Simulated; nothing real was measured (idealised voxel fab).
process module | voxel spacer lines
cross-section cut | 245 nm wide | cells 5 nm
A cross-section is a grid of square cells, given in bands from the top down. A band is one or more rows of cells.
Each band's line starts with the height of the band's top and of its bottom, in nm. Then come its materials from left to right, each with its width in nm. One material with "throughout" fills the band from edge to edge. "air" is empty space.
Height 0 is the level under which the wafer as received is all one material. The lowest band goes on downwards, as in "0 down".
A width such as "30 to 40" changes by the same amount from each row of cells to the next, from the band's top row to its bottom row.
"no change" after a step means that no cell of the cross-section changed.
closed voids: empty space of 8 cells or more with no open way to the top, each as width x height at its distance from the left edge, in nm
after a step's settings: what the simulator itself notes on the step
overlay nm, on a step with a mask: how far to the right of its planned place the mask lay; to the left if negative
plan
1 op RECEIVE | material Si
2 op CONFORMAL_DEP | material Al2O3 | thk nm 10
3 op DIRECTIONAL_DEP | material SiN | thk nm 20
4 op DIRECTIONAL_DEP | material aC | thk nm 20
5 op PATTERN | tone cover | mask id MANDREL | material resist | width nm 15 | pitch nm 70 | thk nm 30 | overlay nm 0
6 op DIRECTIONAL_ETCH | etch materials aC | depth nm 20
7 op STRIP | etch materials resist
8 op CONFORMAL_DEP | material SiO2 | thk nm 10
9 op DIRECTIONAL_ETCH | etch materials SiO2 | depth nm 10
10 op STRIP | etch materials aC
11 op DIRECTIONAL_ETCH | etch materials SiN | depth nm 20
12 op STRIP | etch materials SiO2
varied across the wafers: width nm of step 5. The plan shows the first wafer's value. All wafers start alike
first wafer as received, after step 1
  0 down: Si throughout
  closed voids: none
first wafer at the end, after step 12
  30 to 10: air 70 | SiN 10 | air 15 | SiN 10 | air 35 | SiN 10 | air 15 | SiN 10 | air 70
  10 to 0: Al2O3 throughout
  0 down: Si throughout
  closed voids: none
last wafer at the end
  30 to 10: air 60 | SiN 10 | air 40 | SiN 10 | air 10 | SiN 10 | air 40 | SiN 10 | air 55
  10 to 0: Al2O3 throughout
  0 down: Si throughout
  closed voids: none
each wafer at the end: cells of each material gained (+) or lost (-) since it was received, then its closed voids
width nm 15 | +98 Al2O3 | +32 SiN | closed voids: none
width nm 20 | +98 Al2O3 | +32 SiN | closed voids: none
width nm 25 | +98 Al2O3 | +32 SiN | closed voids: none
width nm 30 | +98 Al2O3 | +32 SiN | closed voids: none
width nm 35 | +98 Al2O3 | +32 SiN | closed voids: none
width nm 40 | +98 Al2O3 | +32 SiN | closed voids: none
